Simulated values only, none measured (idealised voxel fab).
The following process module bears the name voxel spacer lines.
We display cut, a cross-section 255 nm in width whose square cells are each 5 nm.
A cross-section is a grid of square cells, given in bands from the top down. A band is one or more rows of cells. Per band: top height and bottom height in nm, followed by the left-to-right materials and their widths in nm; "everywhere" marks a single material spanning edge to edge, "blank" marks empty space. Ref level 0: as-received wafer is one material below here. Bottom band extends down with no lower bound ("0 -> down"). A width given as "30 to 40" starts at the first number in the band's top row and ends at the second number in its bottom row, shifting by an equal amount at every step from row to row. Where a step carries "same as before", the cross-section came out of it unchanged, cell for cell. So "Cavities, sealed" is basically the list of trapped voids: any empty space of 8 cells or more that can't reach the top through an opening. They're written width x height at distance, the distance being from the left edge, and it's all nm. The remark found on a step's line after its settings is issued by the simulator itself and pertains to that step. overlay nm: on a step with a mask, how far right of its planned place the mask lay; negative means left.

-- Set out below are the planned steps of the process
1,RECEIVE with material Si
2,CONFORMAL_DEP with material Al2O3, thk nm 10
3,DIRECTIONAL_DEP with material W, thk nm 15
4,DIRECTIONAL_DEP with material aC, thk nm 30
5,PATTERN with tone cover, mask id MANDREL, material resist, width nm 25, pitch nm 80, thk nm 40, overlay nm 0
6,DIRECTIONAL_ETCH with etch materials aC, depth nm 30
7,STRIP with etch materials resist
8,CONFORMAL_DEP with material SiN, thk nm 15
9,DIRECTIONAL_ETCH with etch materials SiN, depth nm 15
10,STRIP with etch materials aC
11,DIRECTIONAL_ETCH with etch materials W, depth nm 15
12,STRIP with etch materials SiN

-- Incoming wafer, cross-sectional view, post step 1
  0 -> down  Si everywhere
  Cavities, sealed: none

-- Module complete - cross-section of the first of two wafers, run according to plan
  25 -> 10  blank (20) / W (15) / blank (25) / W (15) / blank (25) / W (15) / blank (25) / W (15) / blank (25) / W (15) / blank (25) / W (15) / blank (20)
  10 -> 0  Al2O3 everywhere
  0 -> down  Si everywhere
  Cavities, sealed: none

-- Cross-section, second wafer: same start as the first, same plan as the first, one mistake in running it; taken at the end of the module
  25 -> 20  blank (20) / W (15) / blank (25) / W (15) / blank (25) / W (15) / blank (25) / W (15) / blank (25) / W (15) / blank (25) / W (15) / blank (20)
  20 -> 10  W everywhere
  10 -> 0  Al2O3 everywhere
  0 -> down  Si everywhere
  Cavities, sealed: none
Where did the run depart from the plan? step 11 off recipe, ran as DIRECTIONAL_ETCH with etch materials W, depth nm 5
Final cells, second wafer relative to first, materials higher or lower: W: 66 more
